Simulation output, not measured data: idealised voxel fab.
Process module under the name voxel air gaps
Cross-sectional view cut (width: 215 nm; square cell size: 5 nm).
Cross-section layout: square cells on a grid; listed as bands, top to bottom; a band spans one or more cell rows. This entry defines a band. It first specifies the height of the band's top and the height of its bottom in nm, and then specifies the band's materials from left to right, stating each material with its width in nm. The word "full width" identifies a single material that fills the band from edge to edge, while the word "empty" identifies empty space. Below 0: as-received wafer, all one material; heights counted from there. Lowest band: no bottom, goes on down, written "from 0 down". Per-row width for "30..40": begins at first number (top row of band), ends at second number (bottom row), increment between rows held constant. "nothing different" means the step left every cell of the cross-section as it was. Closed empty spaces (no open way to the top) of 8 cells or more are what "Sealed-off cavities" lists, each as width x height at distance from the left edge, nm for all three. Read whatever lies past the settings on a step's line as the simulator's own remark about the step. overlay nm: how far to the right of its planned place the mask lay on this masked step (negative: to the left). Pairs ahead. Before: cross-section ahead of one process step. After: cross-section once the step is done, shown to the lowest changed band only. Under each pair: that step, with settings. Caution: pairs may come from different runs of this module on the same starting wafer; a pair follows the pair above only where its "Pre-step snapshot" entry says so.
PRE-STEP SNAPSHOT
    from 0 down = Si full width
    Sealed-off cavities: none
STEP OUTCOME
    from 15 to 0 = SiO2 full width
    Below 0, the layers are the same as they were.
    Sealed-off cavities: none
Step, before to after (see cross-sections above): CONFORMAL_DEP, material SiO2, thk nm 15
Pre-step snapshot: after-step cross-section of the pair just above applies.
STEP OUTCOME
    from 20 to 15 = SiCN full width
    Below 15, the layers are the same as they were.
    Sealed-off cavities: none
Step, before to after (see cross-sections above): CONFORMAL_DEP, material SiCN, thk nm 5
Pre-step snapshot: after-step cross-section of the pair just above applies.
STEP OUTCOME
    from 50 to 20 = SiO2 full width
    Below 20, the layers are the same as they were.
    Sealed-off cavities: none
Step, before to after (see cross-sections above): DIRECTIONAL_DEP, material SiO2, thk nm 30
Pre-step snapshot: after-step cross-section of the pair just above applies.
STEP OUTCOME
    from 70 to 50 = 30 resist; 15 empty; 30 resist; 15 empty; 30 resist; 15 empty; 30 resist; 15 empty; 35 resist
    Below 50, the layers are the same as they were.
    Sealed-off cavities: none
Step, before to after (see cross-sections above): PATTERN, tone open, mask id LINES, material resist, width nm 15, pitch nm 45, thk nm 20, overlay nm 0
Pre-step snapshot: after-step cross-section of the pair just above applies.
STEP OUTCOME
    from 70 to 50 = 30 resist; 15 empty; 30 resist; 15 empty; 30 resist; 15 empty; 30 resist; 15 empty; 35 resist
    from 50 to 20 = 30 SiO2; 15 empty; 30 SiO2; 15 empty; 30 SiO2; 15 empty; 30 SiO2; 15 empty; 35 SiO2
    Below 20, the layers are the same as they were.
    Sealed-off cavities: none
Step, before to after (see cross-sections above): DIRECTIONAL_ETCH, etch materials SiO2, depth nm 30
Pre-step snapshot: after-step cross-section of the pair just above applies.
STEP OUTCOME
    from 50 to 20 = 30 SiO2; 15 empty; 30 SiO2; 15 empty; 30 SiO2; 15 empty; 30 SiO2; 15 empty; 35 SiO2
    Below 20, the layers are the same as they were.
    Sealed-off cavities: none
Step, before to after (see cross-sections above): STRIP, etch materials resist
Pre-step snapshot: after-step cross-section of the pair just above applies.
STEP OUTCOME
    from 55 to 50 = 35 TiN; 5 empty; 40 TiN; 5 empty; 40 TiN; 5 empty; 40 TiN; 5 empty; 40 TiN
    from 50 to 25 = 30 SiO2; 5 TiN; 5 empty; 5 TiN; 30 SiO2; 5 TiN; 5 empty; 5 TiN; 30 SiO2; 5 TiN; 5 empty; 5 TiN; 30 SiO2; 5 TiN; 5 empty; 5 TiN; 35 SiO2
    from 25 to 20 = 30 SiO2; 15 TiN; 30 SiO2; 15 TiN; 30 SiO2; 15 TiN; 30 SiO2; 15 TiN; 35 SiO2
    Below 20, the layers are the same as they were.
    Sealed-off cavities: none
Step, before to after (see cross-sections above): CONFORMAL_DEP, material TiN, thk nm 5
Pre-step snapshot: after-step cross-section of the pair just above applies.
STEP OUTCOME
    from 60 to 55 = W full width
    from 55 to 50 = 35 TiN; 5 W; 40 TiN; 5 W; 40 TiN; 5 W; 40 TiN; 5 W; 40 TiN
    from 50 to 25 = 30 SiO2; 5 TiN; 5 W; 5 TiN; 30 SiO2; 5 TiN; 5 W; 5 TiN; 30 SiO2; 5 TiN; 5 W; 5 TiN; 30 SiO2; 5 TiN; 5 W; 5 TiN; 35 SiO2
    Below 25, the layers are the same as they were.
    Sealed-off cavities: none
Step, before to after (see cross-sections above): FILL_DEP, material W, thk nm 5
Pre-step snapshot: after-step cross-section of the pair just above applies.
STEP OUTCOME
    from 50 to 25 = 30 SiO2; 5 TiN; 5 W; 5 TiN; 30 SiO2; 5 TiN; 5 W; 5 TiN; 30 SiO2; 5 TiN; 5 W; 5 TiN; 30 SiO2; 5 TiN; 5 W; 5 TiN; 35 SiO2
    Below 25, the layers are the same as they were.
    Sealed-off cavities: none
Step, before to after (see cross-sections above): CMP, height nm 50
Pre-step snapshot: after-step cross-section of the pair just above applies.
STEP OUTCOME
    from 60 to 50 = 20 empty; 35 Ru; 10 empty; 35 Ru; 10 empty; 35 Ru; 10 empty; 35 Ru; 25 empty
    Below 50, the layers are the same as they were.
    Sealed-off cavities: none
Step, before to after (see cross-sections above): EPI, material Ru, thk nm 10
Pre-step snapshot: after-step cross-section of the pair just above applies.
STEP OUTCOME
    from 60 to 50 = 20 empty; 35 Ru; 10 empty; 35 Ru; 10 empty; 35 Ru; 10 empty; 35 Ru; 25 empty
    from 50 to 25 = 30 empty; 5 TiN; 5 W; 5 TiN; 30 empty; 5 TiN; 5 W; 5 TiN; 30 empty; 5 TiN; 5 W; 5 TiN; 30 empty; 5 TiN; 5 W; 5 TiN; 35 empty
    from 25 to 20 = 30 empty; 15 TiN; 30 empty; 15 TiN; 30 empty; 15 TiN; 30 empty; 15 TiN; 35 empty
    Below 20, the layers are the same as they were.
    Sealed-off cavities: none
Step, before to after (see cross-sections above): SELECTIVE_ETCH, etch materials SiO2, depth nm 40
Pre-step snapshot: after-step cross-section of the pair just above applies.
STEP OUTCOME
    from 65 to 60 = 15 empty; 180 SiCN; 20 empty
    from 60 to 50 = 15 empty; 5 SiCN; 35 Ru; 10 SiCN; 35 Ru; 10 SiCN; 35 Ru; 10 SiCN; 35 Ru; 5 SiCN; 20 empty
    from 50 to 45 = 15 empty; 15 SiCN; 5 TiN; 5 W; 5 TiN; 30 SiCN; 5 TiN; 5 W; 5 TiN; 30 SiCN; 5 TiN; 5 W; 5 TiN; 30 SiCN; 5 TiN; 5 W; 5 TiN; 15 SiCN; 20 empty
    from 45 to 25 = 25 empty; 5 SiCN; 5 TiN; 5 W; 5 TiN; 5 SiCN; 20 empty; 5 SiCN; 5 TiN; 5 W; 5 TiN; 5 SiCN; 20 empty; 5 SiCN; 5 TiN; 5 W; 5 TiN; 5 SiCN; 20 empty; 5 SiCN; 5 TiN; 5 W; 5 TiN; 5 SiCN; 30 empty
    from 25 to 20 = 30 SiCN; 15 TiN; 30 SiCN; 15 TiN; 30 SiCN; 15 TiN; 30 SiCN; 15 TiN; 35 SiCN
    Below 20, the layers are the same as they were.
    Sealed-off cavities: 20 x 20 at 50; 20 x 20 at 95; 20 x 20 at 140
Step, before to after (see cross-sections above): CONFORMAL_DEP, material SiCN, thk nm 5
PRE-STEP SNAPSHOT
    from 15 to 0 = SiO2 full width
    from 0 down = Si full width
    Sealed-off cavities: none
STEP OUTCOME
    from 45 to 0 = SiO2 full width
    Below 0, the layers are the same as they were.
    Sealed-off cavities: none
Step, before to after (see cross-sections above): DIRECTIONAL_DEP, material SiO2, thk nm 30
Pre-step snapshot: after-step cross-section of the pair just above applies.
STEP OUTCOME
    from 65 to 45 = 30 resist; 15 empty; 30 resist; 15 empty; 30 resist; 15 empty; 30 resist; 15 empty; 35 resist
    Below 45, the layers are the same as they were.
    Sealed-off cavities: none
Step, before to after (see cross-sections above): PATTERN, tone open, mask id LINES, material resist, width nm 15, pitch nm 45, thk nm 20, overlay nm 0
Pre-step snapshot: after-step cross-section of the pair just above applies.
STEP OUTCOME
    from 65 to 45 = 30 resist; 15 empty; 30 resist; 15 empty; 30 resist; 15 empty; 30 resist; 15 empty; 35 resist
    from 45 to 15 = 30 SiO2; 15 empty; 30 SiO2; 15 empty; 30 SiO2; 15 empty; 30 SiO2; 15 empty; 35 SiO2
    Below 15, the layers are the same as they were.
    Sealed-off cavities: none
Step, before to after (see cross-sections above): DIRECTIONAL_ETCH, etch materials SiO2, depth nm 30
Pre-step snapshot: after-step cross-section of the pair just above applies.
STEP OUTCOME
    from 45 to 15 = 30 SiO2; 15 empty; 30 SiO2; 15 empty; 30 SiO2; 15 empty; 30 SiO2; 15 empty; 35 SiO2
    Below 15, the layers are the same as they were.
    Sealed-off cavities: none
Step, before to after (see cross-sections above): STRIP, etch materials resist
Pre-step snapshot: after-step cross-section of the pair just above applies.
STEP OUTCOME
    from 50 to 45 = 35 TiN; 5 empty; 40 TiN; 5 empty; 40 TiN; 5 empty; 40 TiN; 5 empty; 40 TiN
    from 45 to 20 = 30 SiO2; 5 TiN; 5 empty; 5 TiN; 30 SiO2; 5 TiN; 5 empty; 5 TiN; 30 SiO2; 5 TiN; 5 empty; 5 TiN; 30 SiO2; 5 TiN; 5 empty; 5 TiN; 35 SiO2
    from 20 to 15 = 30 SiO2; 15 TiN; 30 SiO2; 15 TiN; 30 SiO2; 15 TiN; 30 SiO2; 15 TiN; 35 SiO2
    Below 15, the layers are the same as they were.
    Sealed-off cavities: none
Step, before to after (see cross-sections above): CONFORMAL_DEP, material TiN, thk nm 5
Pre-step snapshot: after-step cross-section of the pair just above applies.
STEP OUTCOME
    from 55 to 50 = W full width
    from 50 to 45 = 35 TiN; 5 W; 40 TiN; 5 W; 40 TiN; 5 W; 40 TiN; 5 W; 40 TiN
    from 45 to 20 = 30 SiO2; 5 TiN; 5 W; 5 TiN; 30 SiO2; 5 TiN; 5 W; 5 TiN; 30 SiO2; 5 TiN; 5 W; 5 TiN; 30 SiO2; 5 TiN; 5 W; 5 TiN; 35 SiO2
    Below 20, the layers are the same as they were.
    Sealed-off cavities: none
Step, before to after (see cross-sections above): FILL_DEP, material W, thk nm 5
Pre-step snapshot: after-step cross-section of the pair just above applies.
STEP OUTCOME
    from 50 to 45 = 35 TiN; 5 W; 40 TiN; 5 W; 40 TiN; 5 W; 40 TiN; 5 W; 40 TiN
    Below 45, the layers are the same as they were.
    Sealed-off cavities: none
Step, before to after (see cross-sections above): CMP, height nm 50
Pre-step snapshot: after-step cross-section of the pair just above applies.
STEP OUTCOME
    from 60 to 50 = Ru full width
    Below 50, the layers are the same as they were.
    Sealed-off cavities: none
Step, before to after (see cross-sections above): EPI, material Ru, thk nm 10
Pre-step snapshot: after-step cross-section of the pair just above applies.
STEP OUTCOME
    from 65 to 60 = SiCN full width
    Below 60, the layers are the same as they were.
    Sealed-off cavities: none
Step, before to after (see cross-sections above): CONFORMAL_DEP, material SiCN, thk nm 5
PRE-STEP SNAPSHOT
    from 15 to 0 = SiO2 full width
    from 0 down = Si full width
    Sealed-off cavities: none
STEP OUTCOME
    from 30 to 0 = SiO2 full width
    Below 0, the layers are the same as they were.
    Sealed-off cavities: none
Step, before to after (see cross-sections above): CONFORMAL_DEP, material SiO2, thk nm 15
Pre-step snapshot: after-step cross-section of the pair just above applies.
STEP OUTCOME
    from 35 to 30 = SiCN full width
    Below 30, the layers are the same as they were.
    Sealed-off cavities: none
Step, before to after (see cross-sections above): CONFORMAL_DEP, material SiCN, thk nm 5
Pre-step snapshot: after-step cross-section of the pair just above applies.
STEP OUTCOME
    from 65 to 35 = SiO2 full width
    Below 35, the layers are the same as they were.
    Sealed-off cavities: none
Step, before to after (see cross-sections above): DIRECTIONAL_DEP, material SiO2, thk nm 30
Pre-step snapshot: after-step cross-section of the pair just above applies.
STEP OUTCOME
    from 85 to 65 = 30 resist; 15 empty; 30 resist; 15 empty; 30 resist; 15 empty; 30 resist; 15 empty; 35 resist
    Below 65, the layers are the same as they were.
    Sealed-off cavities: none
Step, before to after (see cross-sections above): PATTERN, tone open, mask id LINES, material resist, width nm 15, pitch nm 45, thk nm 20, overlay nm 0
Pre-step snapshot: after-step cross-section of the pair just above applies.
STEP OUTCOME
    from 85 to 65 = 30 resist; 15 empty; 30 resist; 15 empty; 30 resist; 15 empty; 30 resist; 15 empty; 35 resist
    from 65 to 35 = 30 SiO2; 15 empty; 30 SiO2; 15 empty; 30 SiO2; 15 empty; 30 SiO2; 15 empty; 35 SiO2
    Below 35, the layers are the same as they were.
    Sealed-off cavities: none
Step, before to after (see cross-sections above): DIRECTIONAL_ETCH, etch materials SiO2, depth nm 30
Pre-step snapshot: after-step cross-section of the pair just above applies.
STEP OUTCOME
    from 65 to 35 = 30 SiO2; 15 empty; 30 SiO2; 15 empty; 30 SiO2; 15 empty; 30 SiO2; 15 empty; 35 SiO2
    Below 35, the layers are the same as they were.
    Sealed-off cavities: none
Step, before to after (see cross-sections above): STRIP, etch materials resist
Pre-step snapshot: after-step cross-section of the pair just above applies.
STEP OUTCOME
    from 70 to 65 = 35 TiN; 5 empty; 40 TiN; 5 empty; 40 TiN; 5 empty; 40 TiN; 5 empty; 40 TiN
    from 65 to 40 = 30 SiO2; 5 TiN; 5 empty; 5 TiN; 30 SiO2; 5 TiN; 5 empty; 5 TiN; 30 SiO2; 5 TiN; 5 empty; 5 TiN; 30 SiO2; 5 TiN; 5 empty; 5 TiN; 35 SiO2
    from 40 to 35 = 30 SiO2; 15 TiN; 30 SiO2; 15 TiN; 30 SiO2; 15 TiN; 30 SiO2; 15 TiN; 35 SiO2
    Below 35, the layers are the same as they were.
    Sealed-off cavities: none
Step, before to after (see cross-sections above): CONFORMAL_DEP, material TiN, thk nm 5
Pre-step snapshot: after-step cross-section of the pair just above applies.
STEP OUTCOME
    from 75 to 70 = W full width
    from 70 to 65 = 35 TiN; 5 W; 40 TiN; 5 W; 40 TiN; 5 W; 40 TiN; 5 W; 40 TiN
    from 65 to 40 = 30 SiO2; 5 TiN; 5 W; 5 TiN; 30 SiO2; 5 TiN; 5 W; 5 TiN; 30 SiO2; 5 TiN; 5 W; 5 TiN; 30 SiO2; 5 TiN; 5 W; 5 TiN; 35 SiO2
    Below 40, the layers are the same as they were.
    Sealed-off cavities: none
Step, before to after (see cross-sections above): FILL_DEP, material W, thk nm 5
Pre-step snapshot: after-step cross-section of the pair just above applies.
STEP OUTCOME
    from 50 to 40 = 30 SiO2; 5 TiN; 5 W; 5 TiN; 30 SiO2; 5 TiN; 5 W; 5 TiN; 30 SiO2; 5 TiN; 5 W; 5 TiN; 30 SiO2; 5 TiN; 5 W; 5 TiN; 35 SiO2
    Below 40, the layers are the same as they were.
    Sealed-off cavities: none
Step, before to after (see cross-sections above): CMP, height nm 50
Pre-step snapshot: after-step cross-section of the pair just above applies.
STEP OUTCOME
    from 60 to 50 = 20 empty; 35 Ru; 10 empty; 35 Ru; 10 empty; 35 Ru; 10 empty; 35 Ru; 25 empty
    Below 50, the layers are the same as they were.
    Sealed-off cavities: none
Step, before to after (see cross-sections above): EPI, material Ru, thk nm 10
Pre-step snapshot: after-step cross-section of the pair just above applies.
STEP OUTCOME
    from 60 to 50 = 20 empty; 35 Ru; 10 empty; 35 Ru; 10 empty; 35 Ru; 10 empty; 35 Ru; 25 empty
    from 50 to 40 = 30 empty; 5 TiN; 5 W; 5 TiN; 30 empty; 5 TiN; 5 W; 5 TiN; 30 empty; 5 TiN; 5 W; 5 TiN; 30 empty; 5 TiN; 5 W; 5 TiN; 35 empty
    from 40 to 35 = 30 empty; 15 TiN; 30 empty; 15 TiN; 30 empty; 15 TiN; 30 empty; 15 TiN; 35 empty
    Below 35, the layers are the same as they were.
    Sealed-off cavities: none
Step, before to after (see cross-sections above): SELECTIVE_ETCH, etch materials SiO2, depth nm 40
Pre-step snapshot: after-step cross-section of the pair just above applies.
STEP OUTCOME
    from 65 to 60 = 15 empty; 180 SiCN; 20 empty
    from 60 to 50 = 15 empty; 5 SiCN; 35 Ru; 10 SiCN; 35 Ru; 10 SiCN; 35 Ru; 10 SiCN; 35 Ru; 5 SiCN; 20 empty
    from 50 to 45 = 15 empty; 15 SiCN; 5 TiN; 5 W; 5 TiN; 30 SiCN; 5 TiN; 5 W; 5 TiN; 30 SiCN; 5 TiN; 5 W; 5 TiN; 30 SiCN; 5 TiN; 5 W; 5 TiN; 15 SiCN; 20 empty
    from 45 to 40 = 25 empty; 5 SiCN; 5 TiN; 5 W; 5 TiN; 5 SiCN; 20 empty; 5 SiCN; 5 TiN; 5 W; 5 TiN; 5 SiCN; 20 empty; 5 SiCN; 5 TiN; 5 W; 5 TiN; 5 SiCN; 20 empty; 5 SiCN; 5 TiN; 5 W; 5 TiN; 5 SiCN; 30 empty
    from 40 to 35 = 30 SiCN; 15 TiN; 30 SiCN; 15 TiN; 30 SiCN; 15 TiN; 30 SiCN; 15 TiN; 35 SiCN
    Below 35, the layers are the same as they were.
    Sealed-off cavities: none
Step, before to after (see cross-sections above): CONFORMAL_DEP, material SiCN, thk nm 5
PRE-STEP SNAPSHOT
    from 50 to 25 = 30 SiO2; 5 TiN; 5 W; 5 TiN; 30 SiO2; 5 TiN; 5 W; 5 TiN; 30 SiO2; 5 TiN; 5 W; 5 TiN; 30 SiO2; 5 TiN; 5 W; 5 TiN; 35 SiO2
    from 25 to 20 = 30 SiO2; 15 TiN; 30 SiO2; 15 TiN; 30 SiO2; 15 TiN; 30 SiO2; 15 TiN; 35 SiO2
    from 20 to 15 = SiCN full width
    from 15 to 0 = SiO2 full width
    from 0 down = Si full width
    Sealed-off cavities: none
STEP OUTCOME
    from 50 to 25 = 30 empty; 5 TiN; 5 W; 5 TiN; 30 empty; 5 TiN; 5 W; 5 TiN; 30 empty; 5 TiN; 5 W; 5 TiN; 30 empty; 5 TiN; 5 W; 5 TiN; 35 empty
    from 25 to 20 = 30 empty; 15 TiN; 30 empty; 15 TiN; 30 empty; 15 TiN; 30 empty; 15 TiN; 35 empty
    Below 20, the layers are the same as they were.
    Sealed-off cavities: none
Step, before to after (see cross-sections above): SELECTIVE_ETCH, etch materials SiO2, depth nm 40
Pre-step snapshot: after-step cross-section of the pair just above applies.
STEP OUTCOME
    from 60 to 50 = 20 empty; 35 Ru; 10 empty; 35 Ru; 10 empty; 35 Ru; 10 empty; 35 Ru; 25 empty
    from 50 to 25 = 20 empty; 10 Ru; 5 TiN; 5 W; 5 TiN; 10 Ru; 10 empty; 10 Ru; 5 TiN; 5 W; 5 TiN; 10 Ru; 10 empty; 10 Ru; 5 TiN; 5 W; 5 TiN; 10 Ru; 10 empty; 10 Ru; 5 TiN; 5 W; 5 TiN; 10 Ru; 25 empty
    from 25 to 20 = 20 empty; 10 Ru; 15 TiN; 10 Ru; 10 empty; 10 Ru; 15 TiN; 10 Ru; 10 empty; 10 Ru; 15 TiN; 10 Ru; 10 empty; 10 Ru; 15 TiN; 10 Ru; 25 empty
    Below 20, the layers are the same as they were.
    Sealed-off cavities: none
Step, before to after (see cross-sections above): EPI, material Ru, thk nm 10
Pre-step snapshot: after-step cross-section of the pair just above applies.
STEP OUTCOME
    from 65 to 60 = 15 empty; 180 SiCN; 20 empty
    from 60 to 50 = 15 empty; 5 SiCN; 35 Ru; 10 SiCN; 35 Ru; 10 SiCN; 35 Ru; 10 SiCN; 35 Ru; 5 SiCN; 20 empty
    from 50 to 25 = 15 empty; 5 SiCN; 10 Ru; 5 TiN; 5 W; 5 TiN; 10 Ru; 10 SiCN; 10 Ru; 5 TiN; 5 W; 5 TiN; 10 Ru; 10 SiCN; 10 Ru; 5 TiN; 5 W; 5 TiN; 10 Ru; 10 SiCN; 10 Ru; 5 TiN; 5 W; 5 TiN; 10 Ru; 5 SiCN; 20 empty
    from 25 to 20 = 20 SiCN; 10 Ru; 15 TiN; 10 Ru; 10 SiCN; 10 Ru; 15 TiN; 10 Ru; 10 SiCN; 10 Ru; 15 TiN; 10 Ru; 10 SiCN; 10 Ru; 15 TiN; 10 Ru; 25 SiCN
    Below 20, the layers are the same as they were.
    Sealed-off cavities: none
Step, before to after (see cross-sections above): CONFORMAL_DEP, material SiCN, thk nm 5
PRE-STEP SNAPSHOT
    from 20 to 15 = SiCN full width
    from 15 to 0 = SiO2 full width
    from 0 down = Si full width
    Sealed-off cavities: none
STEP OUTCOME
    from 40 to 20 = SiO2 full width
    Below 20, the layers are the same as they were.
    Sealed-off cavities: none
Step, before to after (see cross-sections above): DIRECTIONAL_DEP, material SiO2, thk nm 20
Pre-step snapshot: after-step cross-section of the pair just above applies.
STEP OUTCOME
    from 60 to 40 = 30 resist; 15 empty; 30 resist; 15 empty; 30 resist; 15 empty; 30 resist; 15 empty; 35 resist
    Below 40, the layers are the same as they were.
    Sealed-off cavities: none
Step, before to after (see cross-sections above): PATTERN, tone open, mask id LINES, material resist, width nm 15, pitch nm 45, thk nm 20, overlay nm 0
Pre-step snapshot: after-step cross-section of the pair just above applies.
STEP OUTCOME
    from 60 to 40 = 30 resist; 15 empty; 30 resist; 15 empty; 30 resist; 15 empty; 30 resist; 15 empty; 35 resist
    from 40 to 20 = 30 SiO2; 15 empty; 30 SiO2; 15 empty; 30 SiO2; 15 empty; 30 SiO2; 15 empty; 35 SiO2
    Below 20, the layers are the same as they were.
    Sealed-off cavities: none
Step, before to after (see cross-sections above): DIRECTIONAL_ETCH, etch materials SiO2, depth nm 30
Pre-step snapshot: after-step cross-section of the pair just above applies.
STEP OUTCOME
    from 40 to 20 = 30 SiO2; 15 empty; 30 SiO2; 15 empty; 30 SiO2; 15 empty; 30 SiO2; 15 empty; 35 SiO2
    Below 20, the layers are the same as they were.
    Sealed-off cavities: none
Step, before to after (see cross-sections above): STRIP, etch materials resist
Pre-step snapshot: after-step cross-section of the pair just above applies.
STEP OUTCOME
    from 45 to 40 = 35 TiN; 5 empty; 40 TiN; 5 empty; 40 TiN; 5 empty; 40 TiN; 5 empty; 40 TiN
    from 40 to 25 = 30 SiO2; 5 TiN; 5 empty; 5 TiN; 30 SiO2; 5 TiN; 5 empty; 5 TiN; 30 SiO2; 5 TiN; 5 empty; 5 TiN; 30 SiO2; 5 TiN; 5 empty; 5 TiN; 35 SiO2
    from 25 to 20 = 30 SiO2; 15 TiN; 30 SiO2; 15 TiN; 30 SiO2; 15 TiN; 30 SiO2; 15 TiN; 35 SiO2
    Below 20, the layers are the same as they were.
    Sealed-off cavities: none
Step, before to after (see cross-sections above): CONFORMAL_DEP, material TiN, thk nm 5
Pre-step snapshot: after-step cross-section of the pair just above applies.
STEP OUTCOME
    from 50 to 45 = W full width
    from 45 to 40 = 35 TiN; 5 W; 40 TiN; 5 W; 40 TiN; 5 W; 40 TiN; 5 W; 40 TiN
    from 40 to 25 = 30 SiO2; 5 TiN; 5 W; 5 TiN; 30 SiO2; 5 TiN; 5 W; 5 TiN; 30 SiO2; 5 TiN; 5 W; 5 TiN; 30 SiO2; 5 TiN; 5 W; 5 TiN; 35 SiO2
    Below 25, the layers are the same as they were.
    Sealed-off cavities: none
Step, before to after (see cross-sections above): FILL_DEP, material W, thk nm 5
Pre-step snapshot: after-step cross-section of the pair just above applies.
STEP OUTCOME
    from 60 to 50 = Ru full width
    Below 50, the layers are the same as they were.
    Sealed-off cavities: none
Step, before to after (see cross-sections above): EPI, material Ru, thk nm 10
Pre-step snapshot: after-step cross-section of the pair just above applies.
STEP OUTCOME
    from 65 to 60 = SiCN full width
    Below 60, the layers are the same as they were.
    Sealed-off cavities: none
Step, before to after (see cross-sections above): CONFORMAL_DEP, material SiCN, thk nm 5
PRE-STEP SNAPSHOT
    from 50 to 20 = SiO2 full width
    from 20 to 15 = SiCN full width
    from 15 to 0 = SiO2 full width
    from 0 down = Si full width
    Sealed-off cavities: none
STEP OUTCOME
    from 70 to 50 = 25 resist; 25 empty; 20 resist; 25 empty; 20 resist; 25 empty; 20 resist; 25 empty; 30 resist
    Below 50, the layers are the same as they were.
    Sealed-off cavities: none
Step, before to after (see cross-sections above): PATTERN, tone open, mask id LINES, material resist, width nm 25, pitch nm 45, thk nm 20, overlay nm 0
Pre-step snapshot: after-step cross-section of the pair just above applies.
STEP OUTCOME
    from 70 to 50 = 25 resist; 25 empty; 20 resist; 25 empty; 20 resist; 25 empty; 20 resist; 25 empty; 30 resist
    from 50 to 20 = 25 SiO2; 25 empty; 20 SiO2; 25 empty; 20 SiO2; 25 empty; 20 SiO2; 25 empty; 30 SiO2
    Below 20, the layers are the same as they were.
    Sealed-off cavities: none
Step, before to after (see cross-sections above): DIRECTIONAL_ETCH, etch materials SiO2, depth nm 30
Pre-step snapshot: after-step cross-section of the pair just above applies.
STEP OUTCOME
    from 50 to 20 = 25 SiO2; 25 empty; 20 SiO2; 25 empty; 20 SiO2; 25 empty; 20 SiO2; 25 empty; 30 SiO2
    Below 20, the layers are the same as they were.
    Sealed-off cavities: none
Step, before to after (see cross-sections above): STRIP, etch materials resist
Pre-step snapshot: after-step cross-section of the pair just above applies.
STEP OUTCOME
    from 55 to 50 = 30 TiN; 15 empty; 30 TiN; 15 empty; 30 TiN; 15 empty; 30 TiN; 15 empty; 35 TiN
    from 50 to 25 = 25 SiO2; 5 TiN; 15 empty; 5 TiN; 20 SiO2; 5 TiN; 15 empty; 5 TiN; 20 SiO2; 5 TiN; 15 empty; 5 TiN; 20 SiO2; 5 TiN; 15 empty; 5 TiN; 30 SiO2
    from 25 to 20 = 25 SiO2; 25 TiN; 20 SiO2; 25 TiN; 20 SiO2; 25 TiN; 20 SiO2; 25 TiN; 30 SiO2
    Below 20, the layers are the same as they were.
    Sealed-off cavities: none
Step, before to after (see cross-sections above): CONFORMAL_DEP, material TiN, thk nm 5
Pre-step snapshot: after-step cross-section of the pair just above applies.
STEP OUTCOME
    from 60 to 55 = W full width
    from 55 to 50 = 30 TiN; 15 W; 30 TiN; 15 W; 30 TiN; 15 W; 30 TiN; 15 W; 35 TiN
    from 50 to 25 = 25 SiO2; 5 TiN; 15 W; 5 TiN; 20 SiO2; 5 TiN; 15 W; 5 TiN; 20 SiO2; 5 TiN; 15 W; 5 TiN; 20 SiO2; 5 TiN; 15 W; 5 TiN; 30 SiO2
    Below 25, the layers are the same as they were.
    Sealed-off cavities: none
Step, before to after (see cross-sections above): FILL_DEP, material W, thk nm 5
Pre-step snapshot: after-step cross-section of the pair just above applies.
STEP OUTCOME
    from 50 to 25 = 25 SiO2; 5 TiN; 15 W; 5 TiN; 20 SiO2; 5 TiN; 15 W; 5 TiN; 20 SiO2; 5 TiN; 15 W; 5 TiN; 20 SiO2; 5 TiN; 15 W; 5 TiN; 30 SiO2
    Below 25, the layers are the same as they were.
    Sealed-off cavities: none
Step, before to after (see cross-sections above): CMP, height nm 50
Pre-step snapshot: after-step cross-section of the pair just above applies.
STEP OUTCOME
    from 60 to 50 = 15 empty; 180 Ru; 20 empty
    Below 50, the layers are the same as they were.
    Sealed-off cavities: none
Step, before to after (see cross-sections above): EPI, material Ru, thk nm 10
Pre-step snapshot: after-step cross-section of the pair just above applies.
STEP OUTCOME
    from 60 to 50 = 15 empty; 180 Ru; 20 empty
    from 50 to 25 = 25 empty; 5 TiN; 15 W; 5 TiN; 20 SiO2; 5 TiN; 15 W; 5 TiN; 20 SiO2; 5 TiN; 15 W; 5 TiN; 20 SiO2; 5 TiN; 15 W; 5 TiN; 30 empty
    from 25 to 20 = 25 empty; 25 TiN; 20 SiO2; 25 TiN; 20 SiO2; 25 TiN; 20 SiO2; 25 TiN; 30 empty
    Below 20, the layers are the same as they were.
    Sealed-off cavities: none
Step, before to after (see cross-sections above): SELECTIVE_ETCH, etch materials SiO2, depth nm 40
Pre-step snapshot: after-step cross-section of the pair just above applies.
STEP OUTCOME
    from 65 to 60 = 10 empty; 190 SiCN; 15 empty
    from 60 to 50 = 10 empty; 5 SiCN; 180 Ru; 5 SiCN; 15 empty
    from 50 to 45 = 10 empty; 15 SiCN; 5 TiN; 15 W; 5 TiN; 20 SiO2; 5 TiN; 15 W; 5 TiN; 20 SiO2; 5 TiN; 15 W; 5 TiN; 20 SiO2; 5 TiN; 15 W; 5 TiN; 15 SiCN; 15 empty
    from 45 to 25 = 20 empty; 5 SiCN; 5 TiN; 15 W; 5 TiN; 20 SiO2; 5 TiN; 15 W; 5 TiN; 20 SiO2; 5 TiN; 15 W; 5 TiN; 20 SiO2; 5 TiN; 15 W; 5 TiN; 5 SiCN; 25 empty
    from 25 to 20 = 25 SiCN; 25 TiN; 20 SiO2; 25 TiN; 20 SiO2; 25 TiN; 20 SiO2; 25 TiN; 30 SiCN
    Below 20, the layers are the same as they were.
    Sealed-off cavities: none
Step, before to after (see cross-sections above): CONFORMAL_DEP, material SiCN, thk nm 5
PRE-STEP SNAPSHOT
    from 50 to 20 = SiO2 full width
    from 20 to 15 = SiCN full width
    from 15 to 0 = SiO2 full width
    from 0 down = Si full width
    Sealed-off cavities: none
STEP OUTCOME
    from 70 to 50 = 25 resist; 15 empty; 30 resist; 15 empty; 30 resist; 15 empty; 30 resist; 15 empty; 40 resist
    Below 50, the layers are the same as they were.
    Sealed-off cavities: none
Step, before to after (see cross-sections above): PATTERN, tone open, mask id LINES, material resist, width nm 15, pitch nm 45, thk nm 20, overlay nm -5
Pre-step snapshot: after-step cross-section of the pair just above applies.
STEP OUTCOME
    from 70 to 50 = 25 resist; 15 empty; 30 resist; 15 empty; 30 resist; 15 empty; 30 resist; 15 empty; 40 resist
    from 50 to 20 = 25 SiO2; 15 empty; 30 SiO2; 15 empty; 30 SiO2; 15 empty; 30 SiO2; 15 empty; 40 SiO2
    Below 20, the layers are the same as they were.
    Sealed-off cavities: none
Step, before to after (see cross-sections above): DIRECTIONAL_ETCH, etch materials SiO2, depth nm 30
Pre-step snapshot: after-step cross-section of the pair just above applies.
STEP OUTCOME
    from 50 to 20 = 25 SiO2; 15 empty; 30 SiO2; 15 empty; 30 SiO2; 15 empty; 30 SiO2; 15 empty; 40 SiO2
    Below 20, the layers are the same as they were.
    Sealed-off cavities: none
Step, before to after (see cross-sections above): STRIP, etch materials resist
